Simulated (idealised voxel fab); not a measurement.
You're looking at the process module voxel air gaps.
The figure presents cross-section cut, which has a width of 240 nm and is divided into square cells with an edge length of 5 nm.
Cross-section, as written here: a square-cell grid given band by band from the top down, where a band holds one or more rows of cells.
It is stipulated that each band's entry specify, in nanometres, the height of the top of the band and then that of its bottom, followed by the materials of the band in left-to-right sequence, each together with its width in nanometres. A single material marked by the word "throughout" is understood to fill the band from edge to edge; the word "blank" is understood to denote empty space.
Where do heights start? At 0: under that level the wafer as delivered is made of one material only. And the lowest band has no floor; it just carries on downward, as in "0 down".
Note: "30 to 40" means the width goes from the first number (top row of the band) to the second number (bottom row) in equal steps per row of cells.
The designation "all unchanged", where it is given for a processing step, indicates that no cell of the cross-section was altered in the course of that step.
Voids not open to the top, 8 cells minimum: see "Tabulated closed voids". Written width x height at distance; distance is from the left edge; nm.
Past the settings on a step's line: simulator remark, on that step.
A step's line can hold "overlay nm"; with a mask on that step, the setting says how far right of the planned place the mask lay, while a negative setting says it lay to the left.
# Planned step list for the process
| 1 | RECEIVE (material Si) |
| 2 | CONFORMAL_DEP (material SiO2; thk nm 15) |
| 3 | CONFORMAL_DEP (material SiN; thk nm 5) |
| 4 | DIRECTIONAL_DEP (material SiO2; thk nm 35) |
| 5 | DIRECTIONAL_DEP (material aC; thk nm 15) |
| 6 | PATTERN (tone open; mask id LINES; material resist; width nm 15; pitch nm 45; thk nm 35; overlay nm 0) |
| 7 | DIRECTIONAL_ETCH (etch materials aC; depth nm 15) |
| 8 | STRIP (etch materials resist) |
| 9 | DIRECTIONAL_ETCH (etch materials SiO2; depth nm 35) |
| 10 | STRIP (etch materials aC) |
| 11 | CONFORMAL_DEP (material TiN; thk nm 5) |
| 12 | FILL_DEP (material Cu; thk nm 5) |
| 13 | CMP (height nm 55) |
| 14 | EPI (material Ru; thk nm 10) |
| 15 | SELECTIVE_ETCH (etch materials SiO2; depth nm 45) |
| 16 | CONFORMAL_DEP (material SiCN; thk nm 5) |
Same starting wafers, different width nm at step 6. Plan value belongs to the first wafer.
# Cross-section of the first of several received wafers, showing its state after step 1
0 down  Si throughout
Tabulated closed voids: none
# Wafer rows, end of module: cells per material gained (+) or lost (-) since receipt; closed voids last
width nm 15 | +24 Cu | +56 Ru | +152 SiCN | +48 SiN | +144 SiO2 | +60 TiN | Tabulated closed voids: 20 x 25 at 65; 20 x 25 at 110; 20 x 25 at 155
width nm 20 | +48 Cu | +64 Ru | +140 SiCN | +48 SiN | +144 SiO2 | +64 TiN | Tabulated closed voids: 15 x 25 at 65; 15 x 25 at 110; 15 x 25 at 155
width nm 25 | +72 Cu | +72 Ru | +74 SiCN | +48 SiN | +228 SiO2 | +68 TiN | Tabulated closed voids: none
width nm 30 | +96 Cu | +74 Ru | +74 SiCN | +48 SiN | +207 SiO2 | +72 TiN | Tabulated closed voids: none
